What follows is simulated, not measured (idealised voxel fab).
process module | voxel ribs on slabs
cross-section cut | 140 nm wide | cells 5 nm
A cross-section is a grid of square cells, given in bands from the top down. A band is one or more rows of cells.
Each band's line starts with the height of the band's top and of its bottom, in nm. Then come its materials from left to right, each with its width in nm. One material with "throughout" fills the band from edge to edge. "air" is empty space.
Height 0 is the level under which the wafer as received is all one material. The lowest band goes on downwards, as in "0 down".
A width such as "30 to 40" changes by the same amount from each row of cells to the next, from the band's top row to its bottom row.
"no change" after a step means that no cell of the cross-section changed.
closed voids: empty space of 8 cells or more with no open way to the top, each as width x height at its distance from the left edge, in nm
after a step's settings: what the simulator itself notes on the step
overlay nm, on a step with a mask: how far to the right of its planned place the mask lay; to the left if negative
plan
1 op RECEIVE | material Si
2 op DIRECTIONAL_DEP | material SiO2 | thk nm 20
3 op DIRECTIONAL_DEP | material polySi | thk nm 15
4 op MASKED_ETCH | tone cover | mask id RIB | width nm 15 | etch materials polySi | depth nm 10 | overlay nm 0
5 op MASKED_ETCH | tone cover | mask id SLAB | width nm 45 | etch materials polySi | depth nm 5 | overlay nm 0
6 op FILL_DEP | material SiO2 | thk nm 20
7 op CMP | height nm 50
8 op DIRECTIONAL_DEP | material W | thk nm 5
9 op DIRECTIONAL_DEP | material aC | thk nm 10
10 op PATTERN | tone cover | mask id HEATER | material resist | width nm 25 | thk nm 30 | overlay nm 0
11 op DIRECTIONAL_ETCH | etch materials aC | depth nm 10
12 op STRIP | etch materials resist
13 op DIRECTIONAL_ETCH | etch materials W | depth nm 5
14 op STRIP | etch materials aC
15 op CONFORMAL_DEP | material SiN | thk nm 5
as received, after step 1
  0 down: Si throughout
  closed voids: none
a wafer at the end: this start, this plan, one mistake
  60 to 55: air 50 | SiN 35 | air 55
  55 to 50: SiN 55 | W 25 | SiN 60
  50 to 40: SiO2 60 to 45 | polySi 15 to 45 | SiO2 65 to 50
  40 to 0: SiO2 throughout
  0 down: Si throughout
  closed voids: none
what went wrong: step 2 was run twice
